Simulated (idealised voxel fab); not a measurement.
process module | voxel self aligned vias
cross-section cut | 185 nm wide | cells 5 nm
A cross-section is a grid of square cells, given in bands from the top down. A band is one or more rows of cells.
Each band's line starts with the height of the band's top and of its bottom, in nm. Then come its materials from left to right, each with its width in nm. One material with "throughout" fills the band from edge to edge. "air" is empty space.
Height 0 is the level under which the wafer as received is all one material. The lowest band goes on downwards, as in "0 down".
A width such as "30 to 40" changes by the same amount from each row of cells to the next, from the band's top row to its bottom row.
"no change" after a step means that no cell of the cross-section changed.
closed voids: empty space of 8 cells or more with no open way to the top, each as width x height at its distance from the left edge, in nm
after a step's settings: what the simulator itself notes on the step
overlay nm, on a step with a mask: how far to the right of its planned place the mask lay; to the left if negative
plan
1 op RECEIVE | material Si
2 op CONFORMAL_DEP | material SiO2 | thk nm 10
3 op CONFORMAL_DEP | material SiCN | thk nm 5
4 op DIRECTIONAL_DEP | material SiO2 | thk nm 30
5 op PATTERN | tone open | mask id LINES | material resist | width nm 20 | pitch nm 55 | thk nm 15 | overlay nm -15
6 op DIRECTIONAL_ETCH | etch materials SiO2 | depth nm 30
7 op STRIP | etch materials resist
8 op CONFORMAL_DEP | material TiN | thk nm 5
9 op FILL_DEP | material Ru | thk nm 10
10 op CMP | height nm 45
11 op SELECTIVE_ETCH | etch materials W Ru TiN | depth nm 5
12 op FILL_DEP | material SiN | thk nm 10
13 op CMP | height nm 45
14 op DIRECTIONAL_DEP | material SiO2 | thk nm 15
15 op PATTERN | tone open | mask id VIAS | material resist | width nm 30 | pitch nm 55 | thk nm 20 | overlay nm 0
16 op DIRECTIONAL_ETCH | etch materials SiO2 | depth nm 15
17 op DIRECTIONAL_ETCH | etch materials SiN | depth nm 5
18 op STRIP | etch materials resist
19 op CONFORMAL_DEP | material TiN | thk nm 5
20 op FILL_DEP | material Cu | thk nm 10
21 op CMP | height nm 60
22 op CONFORMAL_DEP | material SiN | thk nm 5
varied across the wafers: overlay nm of step 5. The plan shows the first wafer's value. All wafers start alike
first wafer as received, after step 1
  0 down: Si throughout
  closed voids: none
first wafer at the end, after step 22
  65 to 60: SiN throughout
  60 to 50: SiO2 50 | TiN 5 | Cu 20 | TiN 5 | SiO2 25 | TiN 5 | Cu 20 | TiN 5 | SiO2 50
  50 to 45: SiO2 50 | TiN 30 | SiO2 25 | TiN 30 | SiO2 50
  45 to 40: SiO2 40 | SiN 10 | TiN 10 | SiO2 35 | SiN 10 | TiN 10 | SiO2 70
  40 to 20: SiO2 40 | TiN 5 | Ru 10 | TiN 5 | SiO2 35 | TiN 5 | Ru 10 | TiN 5 | SiO2 70
  20 to 15: SiO2 40 | TiN 20 | SiO2 35 | TiN 20 | SiO2 70
  15 to 10: SiCN throughout
  10 to 0: SiO2 throughout
  0 down: Si throughout
  closed voids: none
last wafer at the end
  65 to 60: SiN throughout
  60 to 50: SiO2 50 | TiN 5 | Cu 20 | TiN 5 | SiO2 25 | TiN 5 | Cu 20 | TiN 5 | SiO2 50
  50 to 45: SiO2 50 | TiN 30 | SiO2 25 | TiN 30 | SiO2 50
  45 to 40: SiO2 70 | TiN 10 | SiN 10 | SiO2 35 | TiN 10 | SiN 10 | SiO2 40
  40 to 20: SiO2 70 | TiN 5 | Ru 10 | TiN 5 | SiO2 35 | TiN 5 | Ru 10 | TiN 5 | SiO2 40
  20 to 15: SiO2 70 | TiN 20 | SiO2 35 | TiN 20 | SiO2 40
  15 to 10: SiCN throughout
  10 to 0: SiO2 throughout
  0 down: Si throughout
  closed voids: none
each wafer at the end: cells of each material gained (+) or lost (-) since it was received, then its closed voids
overlay nm -15 | +16 Cu | +16 Ru | +37 SiCN | +41 SiN | +323 SiO2 | +48 TiN | closed voids: none
overlay nm -10 | +18 Cu | +16 Ru | +37 SiCN | +39 SiN | +323 SiO2 | +48 TiN | closed voids: none
overlay nm -5 | +20 Cu | +16 Ru | +37 SiCN | +37 SiN | +323 SiO2 | +48 TiN | closed voids: none
overlay nm 0 | +20 Cu | +16 Ru | +37 SiCN | +37 SiN | +323 SiO2 | +48 TiN | closed voids: none
overlay nm 5 | +20 Cu | +16 Ru | +37 SiCN | +37 SiN | +323 SiO2 | +48 TiN | closed voids: none
overlay nm 10 | +18 Cu | +16 Ru | +37 SiCN | +39 SiN | +323 SiO2 | +48 TiN | closed voids: none
overlay nm 15 | +16 Cu | +16 Ru | +37 SiCN | +41 SiN | +323 SiO2 | +48 TiN | closed voids: none
